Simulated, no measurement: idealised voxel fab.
The document below concerns the process module designated voxel wiring stack.
Xsec cut, 225 nm wide, square cell size 5 nm.
Notation: cross-section as square-cell grid; stated in bands, top first, going down; one or more cell rows per band.
Band: top height; bottom height; in nm. Then, left to right: material with width in nm, for each material. "full width": a single material spanning edge to edge. "empty": empty space.
Height is counted from the level 0, under which the received wafer is composed throughout of one material. The lowest of the bands is not closed at the bottom but continues downward, in the notation "from 0 down".
A two-number width, for instance "30 to 40", indicates that the width is equal to the first number in the top row of the band and to the second number in the bottom row, and that it changes by a constant amount per row of cells.
Key: "remained the same" - step with no changed cell in the cross-section.
Enclosed voids (no open way to top), threshold 8 cells or more, entry "Fully sealed cavities", notation width x height at distance, distance from left edge, nm.
Where a step's line continues beyond its settings, the continuation is a remark by the simulator itself on that step.
If you see "overlay nm" on a step's line and that step has a mask, it's telling you how far right of where it was planned the mask ended up; a negative number means it went left instead.
[Process steps - plan]
1. RECEIVE with material Si
2. CONFORMAL_DEP with material SiO2, thk nm 10
3. CONFORMAL_DEP with material SiN, thk nm 5
4. DIRECTIONAL_DEP with material SiO2, thk nm 20
5. DIRECTIONAL_DEP with material aC, thk nm 10
6. PATTERN with tone open, mask id METAL_1, material resist, width nm 30, pitch nm 55, thk nm 25, overlay nm 0
7. DIRECTIONAL_ETCH with etch materials aC, depth nm 10
8. STRIP with etch materials resist
9. DIRECTIONAL_ETCH with etch materials SiO2, depth nm 20
10. DIRECTIONAL_ETCH with etch materials SiN, depth nm 5
11. STRIP with etch materials aC
12. CONFORMAL_DEP with material TiN, thk nm 5
13. FILL_DEP with material Cu, thk nm 5
14. CMP with height nm 35
15. CONFORMAL_DEP with material SiCN, thk nm 5
16. DIRECTIONAL_DEP with material lowk, thk nm 10
17. DIRECTIONAL_DEP with material aC, thk nm 10
18. PATTERN with tone open, mask id PLUG_1, material resist, width nm 15, thk nm 30, overlay nm 0
19. DIRECTIONAL_ETCH with etch materials aC, depth nm 10
20. STRIP with etch materials resist
21. DIRECTIONAL_ETCH with etch materials lowk, depth nm 10
22. DIRECTIONAL_ETCH with etch materials SiCN, depth nm 5
23. STRIP with etch materials aC
24. EPI with material Ru, thk nm 10
25. EPI with material Ru, thk nm 5
26. CONFORMAL_DEP with material SiN, thk nm 5
27. DIRECTIONAL_DEP with material lowk, thk nm 15
28. DIRECTIONAL_DEP with material aC, thk nm 15
29. PATTERN with tone open, mask id METAL_2, material resist, width nm 30, pitch nm 55, thk nm 30, overlay nm 0
30. DIRECTIONAL_ETCH with etch materials aC, depth nm 15
31. STRIP with etch materials resist
32. DIRECTIONAL_ETCH with etch materials lowk, depth nm 15
33. DIRECTIONAL_ETCH with etch materials SiN, depth nm 5
34. STRIP with etch materials aC
35. CONFORMAL_DEP with material TiN, thk nm 5
36. FILL_DEP with material Ru, thk nm 10
37. CMP with height nm 70
38. CONFORMAL_DEP with material SiCN, thk nm 5
39. DIRECTIONAL_DEP with material SiO2, thk nm 30
40. PATTERN with tone open, mask id METAL_3_HOLES, material resist, width nm 15, thk nm 20, overlay nm 0
41. DIRECTIONAL_ETCH with etch materials SiO2, depth nm 30
42. STRIP with etch materials resist
43. MASKED_ETCH with tone open, mask id METAL_3, width nm 30, pitch nm 55, etch materials SiO2, depth nm 15, overlay nm 0
44. MASKED_ETCH with tone open, mask id METAL_3, width nm 30, pitch nm 55, etch materials SiCN, depth nm 5, overlay nm 0
45. CONFORMAL_DEP with material TiN, thk nm 5
46. FILL_DEP with material Ru, thk nm 10
47. CMP with height nm 105
48. CONFORMAL_DEP with material SiCN, thk nm 5
[as received, after step 1]
* from 0 down: Si full width
* Fully sealed cavities: none
[Figure: cross-sectional view of the wafer upon completion of the module, processed from the initial state and according to the plan depicted above, with one error introduced during execution]
* from 110 to 105: SiCN full width
* from 105 to 75: SiO2 70; TiN 5; Ru 20; TiN 5; SiO2 25; TiN 5; Ru 20; TiN 5; SiO2 70
* from 75 to 70: SiCN 70; TiN 30; SiCN 25; TiN 30; SiCN 70
* from 70 to 55: lowk 70; TiN 5; Ru 20; TiN 5; lowk 25; TiN 5; Ru 20; TiN 5; lowk 70
* from 55 to 50: SiN 70; TiN 30; SiN 25; TiN 30; SiN 70
* from 50 to 40: lowk 70; Ru 15; lowk 140
* from 40 to 35: SiCN 70; Ru 15; SiCN 140
* from 35 to 15: SiO2 70; TiN 5; Cu 20; TiN 5; SiO2 25; TiN 5; Cu 20; TiN 5; SiO2 70
* from 15 to 10: SiN 70; TiN 30; SiN 25; TiN 30; SiN 70
* from 10 to 0: SiO2 full width
* from 0 down: Si full width
* Fully sealed cavities: none
Deviation from plan: plan step 43 was twice executed
